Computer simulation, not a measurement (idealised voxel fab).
The process module presented herein is designated voxel gate over fins.
Shown is cross-section cut, with a width of 165 nm and square cells of size 5 nm.
When this document writes out a cross-section, it uses a grid of square cells and lists it as bands, beginning at the top and moving down, with a band standing for one or more rows of cells. It is stipulated that each band's entry specify, in nanometres, the height of the top of the band and then that of its bottom, followed by the materials of the band in left-to-right sequence, each together with its width in nanometres. A single material marked by the word "everywhere" is understood to fill the band from edge to edge; the word "empty" is understood to denote empty space. All heights in this document are referenced to 0, defined as the level beneath which the wafer, as received, consists entirely of one material. The lowest band is not bounded below; it extends indefinitely downward and is written in the form "from 0 down". Width "30 to 40": first value at the band's top row of cells, second value at its bottom row, equal change from row to row. Where a step carries "nothing altered", the cross-section came out of it unchanged, cell for cell. Any empty space of 8 cells or more lacking an open way to the top shows up in "Catalogued sealed voids" as width x height at distance, distance from the left edge, in nm. That trailing text on a step's line, after the settings, is the simulator's own remark on the step. Regarding "overlay nm": on a step with a mask, it is the distance the mask lay to the right of its planned place; a negative value places it to the left.
# Process steps foreseen in the plan
1) RECEIVE with material Si
2) CONFORMAL_DEP with material SiN, thk nm 5
3) MASKED_ETCH with tone cover, mask id FINS, width nm 15, pitch nm 45, etch materials SiN, depth nm 5, overlay nm 0
4) MASKED_ETCH with tone cover, mask id FINS, width nm 15, pitch nm 45, etch materials Si, depth nm 30, overlay nm 0
5) OXIDIZE with depth nm 5
6) FILL_DEP with material SiO2, thk nm 10
7) CMP with height nm 5
8) SELECTIVE_ETCH with etch materials SiO2, depth nm 20
9) STRIP with etch materials SiN
10) CONFORMAL_DEP with material HfO2, thk nm 5
11) CONFORMAL_DEP with material TiN, thk nm 5
12) FILL_DEP with material W, thk nm 15
13) CMP with height nm 20
14) CONFORMAL_DEP with material SiN, thk nm 10
# What follows covers the first of two wafers; it ran as planned
# Cross-section of the incoming wafer, state after step 1
- from 0 down = Si everywhere
- Catalogued sealed voids: none
# Take a look at the wafer's cross-section after step 2
- from 5 to 0 = SiN everywhere
- below 0: unchanged
# Take a look at the wafer's cross-section after step 3
- from 5 to 0 = empty: 30  SiN: 15  empty: 30  SiN: 15  empty: 30  SiN: 15  empty: 30
- below 0: unchanged
# Take a look at the wafer's cross-section after step 4
- from 5 to 0 = empty: 30  SiN: 15  empty: 30  SiN: 15  empty: 30  SiN: 15  empty: 30
- from 0 to -30 = empty: 30  Si: 15  empty: 30  Si: 15  empty: 30  Si: 15  empty: 30
- below -30: unchanged
# Take a look at the wafer's cross-section after step 5
- from 5 to 0 = empty: 30  SiN: 15  empty: 30  SiN: 15  empty: 30  SiN: 15  empty: 30
- from 0 to -30 = empty: 30  SiO2: 5  Si: 5  SiO2: 5  empty: 30  SiO2: 5  Si: 5  SiO2: 5  empty: 30  SiO2: 5  Si: 5  SiO2: 5  empty: 30
- from -30 to -35 = SiO2: 35  Si: 5  SiO2: 40  Si: 5  SiO2: 40  Si: 5  SiO2: 35
- below -35: unchanged
# Take a look at the wafer's cross-section after step 6
- from 15 to 5 = SiO2 everywhere
- from 5 to 0 = SiO2: 30  SiN: 15  SiO2: 30  SiN: 15  SiO2: 30  SiN: 15  SiO2: 30
- from 0 to -35 = SiO2: 35  Si: 5  SiO2: 40  Si: 5  SiO2: 40  Si: 5  SiO2: 35
- below -35: unchanged
# Take a look at the wafer's cross-section after step 7
- from 5 to 0 = SiO2: 30  SiN: 15  SiO2: 30  SiN: 15  SiO2: 30  SiN: 15  SiO2: 30
- below 0: unchanged
# Take a look at the wafer's cross-section after step 8
- from 5 to 0 = empty: 30  SiN: 15  empty: 30  SiN: 15  empty: 30  SiN: 15  empty: 30
- from 0 to -15 = empty: 35  Si: 5  empty: 40  Si: 5  empty: 40  Si: 5  empty: 35
- below -15: unchanged
# Take a look at the wafer's cross-section after step 9
- from 0 to -15 = empty: 35  Si: 5  empty: 40  Si: 5  empty: 40  Si: 5  empty: 35
- below -15: unchanged
# Take a look at the wafer's cross-section after step 10
- from 5 to 0 = empty: 30  HfO2: 15  empty: 30  HfO2: 15  empty: 30  HfO2: 15  empty: 30
- from 0 to -10 = empty: 30  HfO2: 5  Si: 5  HfO2: 5  empty: 30  HfO2: 5  Si: 5  HfO2: 5  empty: 30  HfO2: 5  Si: 5  HfO2: 5  empty: 30
- from -10 to -15 = HfO2: 35  Si: 5  HfO2: 40  Si: 5  HfO2: 40  Si: 5  HfO2: 35
- below -15: unchanged
# Take a look at the wafer's cross-section after step 11
- from 10 to 5 = empty: 25  TiN: 25  empty: 20  TiN: 25  empty: 20  TiN: 25  empty: 25
- from 5 to 0 = empty: 25  TiN: 5  HfO2: 15  TiN: 5  empty: 20  TiN: 5  HfO2: 15  TiN: 5  empty: 20  TiN: 5  HfO2: 15  TiN: 5  empty: 25
- from 0 to -5 = empty: 25  TiN: 5  HfO2: 5  Si: 5  HfO2: 5  TiN: 5  empty: 20  TiN: 5  HfO2: 5  Si: 5  HfO2: 5  TiN: 5  empty: 20  TiN: 5  HfO2: 5  Si: 5  HfO2: 5  TiN: 5  empty: 25
- from -5 to -10 = TiN: 30  HfO2: 5  Si: 5  HfO2: 5  TiN: 30  HfO2: 5  Si: 5  HfO2: 5  TiN: 30  HfO2: 5  Si: 5  HfO2: 5  TiN: 30
- below -10: unchanged
# Take a look at the wafer's cross-section after step 12
- from 25 to 10 = W everywhere
- from 10 to 5 = W: 25  TiN: 25  W: 20  TiN: 25  W: 20  TiN: 25  W: 25
- from 5 to 0 = W: 25  TiN: 5  HfO2: 15  TiN: 5  W: 20  TiN: 5  HfO2: 15  TiN: 5  W: 20  TiN: 5  HfO2: 15  TiN: 5  W: 25
- from 0 to -5 = W: 25  TiN: 5  HfO2: 5  Si: 5  HfO2: 5  TiN: 5  W: 20  TiN: 5  HfO2: 5  Si: 5  HfO2: 5  TiN: 5  W: 20  TiN: 5  HfO2: 5  Si: 5  HfO2: 5  TiN: 5  W: 25
- below -5: unchanged
# Take a look at the wafer's cross-section after step 13
- from 20 to 10 = W everywhere
- below 10: unchanged
# Take a look at the wafer's cross-section after step 14
- from 30 to 20 = SiN everywhere
- below 20: unchanged
# The second wafer was prepared from the same starting point and under the same plan as the first; its processing contained one mistake, and it remains indistinguishable from the first wafer up to and including step 2
# Cross-section of the second wafer at the time step 3 of the plan should have ended
- from 5 to 0 = SiN: 30  empty: 15  SiN: 30  empty: 15  SiN: 30  empty: 15  SiN: 30
- below 0: unchanged
Cross-section of the second wafer at the time step 4 of the plan should have ended: nothing altered
# Cross-section of the second wafer at the time step 5 of the plan should have ended
- from 5 to 0 = SiN: 30  empty: 15  SiN: 30  empty: 15  SiN: 30  empty: 15  SiN: 30
- from 0 to -5 = Si: 25  SiO2: 25  Si: 20  SiO2: 25  Si: 20  SiO2: 25  Si: 25
- below -5: unchanged
# Cross-section of the second wafer at the time step 6 of the plan should have ended
- from 15 to 5 = SiO2 everywhere
- from 5 to 0 = SiN: 30  SiO2: 15  SiN: 30  SiO2: 15  SiN: 30  SiO2: 15  SiN: 30
- below 0: unchanged
# Cross-section of the second wafer at the time step 7 of the plan should have ended
- from 5 to 0 = SiN: 30  SiO2: 15  SiN: 30  SiO2: 15  SiN: 30  SiO2: 15  SiN: 30
- below 0: unchanged
# Cross-section of the second wafer at the time step 8 of the plan should have ended
- from 5 to 0 = SiN: 30  empty: 15  SiN: 30  empty: 15  SiN: 30  empty: 15  SiN: 30
- from 0 to -5 = Si: 25  empty: 25  Si: 20  empty: 25  Si: 20  empty: 25  Si: 25
- below -5: unchanged
# Cross-section of the second wafer at the time step 9 of the plan should have ended
- from 0 to -5 = Si: 25  empty: 25  Si: 20  empty: 25  Si: 20  empty: 25  Si: 25
- below -5: unchanged
# Cross-section of the second wafer at the time step 10 of the plan should have ended
- from 5 to 0 = HfO2: 30  empty: 15  HfO2: 30  empty: 15  HfO2: 30  empty: 15  HfO2: 30
- from 0 to -5 = Si: 25  HfO2: 25  Si: 20  HfO2: 25  Si: 20  HfO2: 25  Si: 25
- below -5: unchanged
# Cross-section of the second wafer at the time step 11 of the plan should have ended
- from 10 to 5 = TiN: 35  empty: 5  TiN: 40  empty: 5  TiN: 40  empty: 5  TiN: 35
- from 5 to 0 = HfO2: 30  TiN: 15  HfO2: 30  TiN: 15  HfO2: 30  TiN: 15  HfO2: 30
- below 0: unchanged
# Cross-section of the second wafer at the time step 12 of the plan should have ended
- from 25 to 10 = W everywhere
- from 10 to 5 = TiN: 35  W: 5  TiN: 40  W: 5  TiN: 40  W: 5  TiN: 35
- below 5: unchanged
# Cross-section of the second wafer at the time step 13 of the plan should have ended
- from 20 to 10 = W everywhere
- below 10: unchanged
# Cross-section of the second wafer at the time step 14 of the plan should have ended
- from 30 to 20 = SiN everywhere
- below 20: unchanged
Which mistake was made when the wafer was run? step 3: run off-plan, actual operation and settings MASKED_ETCH with tone open, mask id FINS, width nm 15, pitch nm 45, etch materials SiN, depth nm 5, overlay nm 0
Final comparison by cell count, materials where the second wafer has more or fewer than the first: -12 HfO2; +195 Si; -120 SiO2; -12 TiN; -51 W
